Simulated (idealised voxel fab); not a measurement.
Documented hereafter: the process module known as voxel released beams.
Cross-section cut: width 170 nm, square cells of 5 nm.
Cross-section layout: square cells on a grid; listed as bands, top to bottom; a band spans one or more cell rows.
For a band, the entry starts with two heights in nm, that of the top and then that of the bottom, and carries on with the band's materials in order from left to right, each alongside its width in nm; the word "full width" beside a single material means it fills the band edge to edge, and "empty" means empty space.
A quick word on heights: they are counted from 0, and under that level the wafer as it came to us is one material throughout. The lowest band is different from the rest in having no bottom; it simply continues downward, written as in "0 and below".
Width "30..40": first value at the band's top row of cells, second value at its bottom row, equal change from row to row.
The cross-section has no changed cell in any step marked "no modifications".
"Closed void roster" enumerates empty spaces isolated from the top, with no open way to it, that contain at least 8 cells, giving each as width x height at distance from the left edge, all three in nm.
Where a step's line continues beyond its settings, the continuation is a remark by the simulator itself on that step.
The line of a step may include "overlay nm". On a step with a mask, this value is how far to the right of its planned place the mask lay. A negative value means the mask lay to the left.
-- The planned process steps are enumerated hereunder
1 RECEIVE | material Si
2 CONFORMAL_DEP | material SiN | thk nm 5
3 DIRECTIONAL_DEP | material SiO2 | thk nm 10
4 DIRECTIONAL_DEP | material aC | thk nm 10
5 PATTERN | tone open | mask id ANCHOR | material resist | width nm 25 | thk nm 25 | overlay nm 0
6 DIRECTIONAL_ETCH | etch materials aC | depth nm 10
7 STRIP | etch materials resist
8 DIRECTIONAL_ETCH | etch materials SiO2 | depth nm 10
9 STRIP | etch materials aC
10 CONFORMAL_DEP | material TiN | thk nm 10
11 DIRECTIONAL_DEP | material aC | thk nm 15
12 PATTERN | tone cover | mask id BEAM | material resist | width nm 85 | thk nm 35 | overlay nm 0
13 DIRECTIONAL_ETCH | etch materials aC | depth nm 15
14 STRIP | etch materials resist
15 DIRECTIONAL_ETCH | etch materials TiN | depth nm 10
16 STRIP | etch materials aC
17 STRIP | etch materials SiO2
-- Account of the first of two wafers, which was processed as intended
-- So this is the incoming wafer in cross-section - it's already been through step 1
> 0 and below  Si full width
> Closed void roster: none
-- Cross-section: wafer state after step 2
> 5 down to 0  SiN full width
> No changes below 0.
-- Cross-section: wafer state after step 3
> 15 down to 5  SiO2 full width
> No changes below 5.
-- Cross-section: wafer state after step 4
> 25 down to 15  aC full width
> No changes below 15.
-- Cross-section: wafer state after step 5
> 50 down to 25  45 nm resist / 25 nm empty / 100 nm resist
> No changes below 25.
-- Cross-section: wafer state after step 6
> 40 down to 25  45 nm resist / 25 nm empty / 100 nm resist
> 25 down to 15  45 nm aC / 25 nm empty / 100 nm aC
> No changes below 15.
-- Cross-section: wafer state after step 7
> 25 down to 15  45 nm aC / 25 nm empty / 100 nm aC
> No changes below 15.
-- Cross-section: wafer state after step 8
> 25 down to 15  45 nm aC / 25 nm empty / 100 nm aC
> 15 down to 5  45 nm SiO2 / 25 nm empty / 100 nm SiO2
> No changes below 5.
-- Cross-section: wafer state after step 9
> 15 down to 5  45 nm SiO2 / 25 nm empty / 100 nm SiO2
> No changes below 5.
-- Cross-section: wafer state after step 10
> 25 down to 15  55 nm TiN / 5 nm empty / 110 nm TiN
> 15 down to 5  45 nm SiO2 / 25 nm TiN / 100 nm SiO2
> No changes below 5.
-- Cross-section: wafer state after step 11
> 40 down to 30  55 nm aC / 5 nm empty / 110 nm aC
> 30 down to 25  aC full width
> 25 down to 15  55 nm TiN / 5 nm aC / 110 nm TiN
> No changes below 15.
-- Cross-section: wafer state after step 12
> 75 down to 40  40 nm empty / 85 nm resist / 45 nm empty
> 40 down to 30  55 nm aC / 5 nm resist / 110 nm aC
> No changes below 30.
-- Cross-section: wafer state after step 13
> 60 down to 40  40 nm empty / 85 nm resist / 45 nm empty
> 40 down to 30  40 nm empty / 15 nm aC / 5 nm resist / 65 nm aC / 45 nm empty
> 30 down to 25  40 nm empty / 85 nm aC / 45 nm empty
> No changes below 25.
-- Cross-section: wafer state after step 14
> 40 down to 30  40 nm empty / 15 nm aC / 5 nm empty / 65 nm aC / 45 nm empty
> No changes below 30.
-- Cross-section: wafer state after step 15
> 40 down to 30  40 nm empty / 15 nm aC / 5 nm empty / 65 nm aC / 45 nm empty
> 30 down to 25  40 nm empty / 85 nm aC / 45 nm empty
> 25 down to 15  40 nm empty / 15 nm TiN / 5 nm aC / 65 nm TiN / 45 nm empty
> No changes below 15.
-- Cross-section: wafer state after step 16
> 25 down to 15  40 nm empty / 15 nm TiN / 5 nm empty / 65 nm TiN / 45 nm empty
> No changes below 15.
-- Cross-section: wafer state after step 17
> 25 down to 15  40 nm empty / 15 nm TiN / 5 nm empty / 65 nm TiN / 45 nm empty
> 15 down to 5  45 nm empty / 25 nm TiN / 100 nm empty
> No changes below 5.
-- Second Wafer (Identical Start and Plan, One Processing Error; Matches First Wafer Through Step 4)
-- Look at the second wafer in cross-section at the time step 5 ought to have finished
> 50 down to 25  45 nm empty / 25 nm resist / 100 nm empty
> No changes below 25.
-- Look at the second wafer in cross-section at the time step 6 ought to have finished
> 40 down to 25  45 nm empty / 25 nm resist / 100 nm empty
> 25 down to 15  45 nm empty / 25 nm aC / 100 nm empty
> No changes below 15.
-- Look at the second wafer in cross-section at the time step 7 ought to have finished
> 25 down to 15  45 nm empty / 25 nm aC / 100 nm empty
> No changes below 15.
-- Look at the second wafer in cross-section at the time step 8 ought to have finished
> 25 down to 15  45 nm empty / 25 nm aC / 100 nm empty
> 15 down to 5  45 nm empty / 25 nm SiO2 / 100 nm empty
> No changes below 5.
-- Look at the second wafer in cross-section at the time step 9 ought to have finished
> 15 down to 5  45 nm empty / 25 nm SiO2 / 100 nm empty
> No changes below 5.
-- Look at the second wafer in cross-section at the time step 10 ought to have finished
> 25 down to 15  35 nm empty / 45 nm TiN / 90 nm empty
> 15 down to 5  45 nm TiN / 25 nm SiO2 / 100 nm TiN
> No changes below 5.
-- Look at the second wafer in cross-section at the time step 11 ought to have finished
> 40 down to 30  35 nm empty / 45 nm aC / 90 nm empty
> 30 down to 25  aC full width
> 25 down to 15  35 nm aC / 45 nm TiN / 90 nm aC
> No changes below 15.
-- Look at the second wafer in cross-section at the time step 12 ought to have finished
> 75 down to 40  40 nm empty / 85 nm resist / 45 nm empty
> 40 down to 30  35 nm empty / 45 nm aC / 45 nm resist / 45 nm empty
> No changes below 30.
-- Look at the second wafer in cross-section at the time step 13 ought to have finished
> 60 down to 40  40 nm empty / 85 nm resist / 45 nm empty
> 40 down to 30  40 nm empty / 40 nm aC / 45 nm resist / 45 nm empty
> 30 down to 25  40 nm empty / 85 nm aC / 45 nm empty
> 25 down to 15  35 nm empty / 45 nm TiN / 45 nm aC / 45 nm empty
> No changes below 15.
-- Look at the second wafer in cross-section at the time step 14 ought to have finished
> 40 down to 30  40 nm empty / 40 nm aC / 90 nm empty
> No changes below 30.
-- Look at the second wafer in cross-section at the time step 15 ought to have finished
> 40 down to 30  40 nm empty / 40 nm aC / 90 nm empty
> 30 down to 25  40 nm empty / 85 nm aC / 45 nm empty
> 25 down to 15  40 nm empty / 40 nm TiN / 45 nm aC / 45 nm empty
> 15 down to 5  35 nm empty / 10 nm TiN / 25 nm SiO2 / 55 nm TiN / 45 nm empty
> No changes below 5.
-- Look at the second wafer in cross-section at the time step 16 ought to have finished
> 25 down to 15  40 nm empty / 40 nm TiN / 90 nm empty
> No changes below 15.
Look at the second wafer in cross-section at the time step 17 ought to have finished: no modifications
Want to know what went wrong? for step 5, the planned setting was not used; the step was instead run as PATTERN | tone cover | mask id ANCHOR | material resist | width nm 25 | thk nm 25 | overlay nm 0
Upon completion, the second wafer contains, in terms of cells, a greater or smaller amount of certain materials than the first wafer: SiO2: 10 more
